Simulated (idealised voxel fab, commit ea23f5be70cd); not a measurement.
voxel plated lines: a process module
The width of the displayed cross-section, cut, is 230 nm; its cells are square, with a size of 5 nm.
Cross-section layout: square cells on a grid; listed as bands, top to bottom; a band spans one or more cell rows.
Basically the band line says how high the top is and how high the bottom is, in nm, and then what's in it from left to right, every material with its width in nm. Empty space shows up as "blank", and if a single material carries "all across" it runs the full band edge to edge.
Heights from 0 (as-received wafer is one material below). Bottom band endless downward, as "0 -> down".
Width spec "30 to 40" -> top row of cells at first value, bottom row at second value, equal per-row change in between.
Take "left unchanged" at face value: in the step it is given for, the cross-section changed in none of its cells.
"Non-vented voids" contains a list of empty spaces, each no smaller than 8 cells and without an open way to the top, written in the form width x height at distance with the distance from the left edge and all three in nm.
Formally, on a step line, whatever follows the settings is a remark that the simulator itself makes on the step.
"overlay nm", when on a step's line for a step with a mask, measures how far to the right of its planned place the mask lay; a negative measure means to the left.

Planned process steps:
1: RECEIVE with material Si
2: CONFORMAL_DEP with material Al2O3, thk nm 5
3: DIRECTIONAL_DEP with material TiN, thk nm 5
4: PATTERN with tone open, mask id LINES, material resist, width nm 20, pitch nm 50, thk nm 25, overlay nm 0
5: EPI with material Ru, thk nm 5
6: EPI with material Ru, thk nm 10
7: STRIP with etch materials resist
8: DIRECTIONAL_ETCH with etch materials TiN, depth nm 5
9: CONFORMAL_DEP with material SiN, thk nm 5

The following pertains to the first of two wafers, which was processed as planned:

As-received state of the wafer in cross-section, equivalent to post-step 1:
    0 -> down: Si all across
    Non-vented voids: none

Step 2 done - wafer cross-section:
    5 -> 0: Al2O3 all across
    Below 0, no change.

Step 3 done - wafer cross-section:
    10 -> 5: TiN all across
    Below 5, no change.

Step 4 done - wafer cross-section:
    35 -> 10: 55 of resist / 20 of blank / 30 of resist / 20 of blank / 30 of resist / 20 of blank / 55 of resist
    Below 10, no change.

Step 5 done - wafer cross-section:
    35 -> 15: 55 of resist / 20 of blank / 30 of resist / 20 of blank / 30 of resist / 20 of blank / 55 of resist
    15 -> 10: 55 of resist / 20 of Ru / 30 of resist / 20 of Ru / 30 of resist / 20 of Ru / 55 of resist
    Below 10, no change.

Step 6 done - wafer cross-section:
    35 -> 25: 55 of resist / 20 of blank / 30 of resist / 20 of blank / 30 of resist / 20 of blank / 55 of resist
    25 -> 10: 55 of resist / 20 of Ru / 30 of resist / 20 of Ru / 30 of resist / 20 of Ru / 55 of resist
    Below 10, no change.

Step 7 done - wafer cross-section:
    25 -> 10: 55 of blank / 20 of Ru / 30 of blank / 20 of Ru / 30 of blank / 20 of Ru / 55 of blank
    Below 10, no change.

Step 8 done - wafer cross-section:
    25 -> 10: 55 of blank / 20 of Ru / 30 of blank / 20 of Ru / 30 of blank / 20 of Ru / 55 of blank
    10 -> 5: 55 of blank / 20 of TiN / 30 of blank / 20 of TiN / 30 of blank / 20 of TiN / 55 of blank
    Below 5, no change.

Step 9 done - wafer cross-section:
    30 -> 25: 50 of blank / 30 of SiN / 20 of blank / 30 of SiN / 20 of blank / 30 of SiN / 50 of blank
    25 -> 10: 50 of blank / 5 of SiN / 20 of Ru / 5 of SiN / 20 of blank / 5 of SiN / 20 of Ru / 5 of SiN / 20 of blank / 5 of SiN / 20 of Ru / 5 of SiN / 50 of blank
    10 -> 5: 55 of SiN / 20 of TiN / 30 of SiN / 20 of TiN / 30 of SiN / 20 of TiN / 55 of SiN
    Below 5, no change.

Companion wafer, the second of two: same beginning, same intended sequence, one mistake in carrying it out; through step 3 inclusive it tracks the first exactly:

Cross-section of the second wafer corresponding to the planned conclusion of step 4:
    35 -> 10: 60 of resist / 15 of blank / 35 of resist / 15 of blank / 35 of resist / 15 of blank / 55 of resist
    Below 10, no change.

Cross-section of the second wafer corresponding to the planned conclusion of step 5:
    35 -> 15: 60 of resist / 15 of blank / 35 of resist / 15 of blank / 35 of resist / 15 of blank / 55 of resist
    15 -> 10: 60 of resist / 15 of Ru / 35 of resist / 15 of Ru / 35 of resist / 15 of Ru / 55 of resist
    Below 10, no change.

Cross-section of the second wafer corresponding to the planned conclusion of step 6:
    35 -> 25: 60 of resist / 15 of blank / 35 of resist / 15 of blank / 35 of resist / 15 of blank / 55 of resist
    25 -> 10: 60 of resist / 15 of Ru / 35 of resist / 15 of Ru / 35 of resist / 15 of Ru / 55 of resist
    Below 10, no change.

Cross-section of the second wafer corresponding to the planned conclusion of step 7:
    25 -> 10: 60 of blank / 15 of Ru / 35 of blank / 15 of Ru / 35 of blank / 15 of Ru / 55 of blank
    Below 10, no change.

Cross-section of the second wafer corresponding to the planned conclusion of step 8:
    25 -> 10: 60 of blank / 15 of Ru / 35 of blank / 15 of Ru / 35 of blank / 15 of Ru / 55 of blank
    10 -> 5: 60 of blank / 15 of TiN / 35 of blank / 15 of TiN / 35 of blank / 15 of TiN / 55 of blank
    Below 5, no change.

Cross-section of the second wafer corresponding to the planned conclusion of step 9:
    30 -> 25: 55 of blank / 25 of SiN / 25 of blank / 25 of SiN / 25 of blank / 25 of SiN / 50 of blank
    25 -> 10: 55 of blank / 5 of SiN / 15 of Ru / 5 of SiN / 25 of blank / 5 of SiN / 15 of Ru / 5 of SiN / 25 of blank / 5 of SiN / 15 of Ru / 5 of SiN / 50 of blank
    10 -> 5: 60 of SiN / 15 of TiN / 35 of SiN / 15 of TiN / 35 of SiN / 15 of TiN / 55 of SiN
    Below 5, no change.
What broke from the plan during processing? step 4 went in with a setting other than planned; the actual run was PATTERN with tone open, mask id LINES, material resist, width nm 15, pitch nm 50, thk nm 25, overlay nm 0
Final difference in cells, second wafer against first, listed per material as more or fewer: Ru -9 | TiN -3
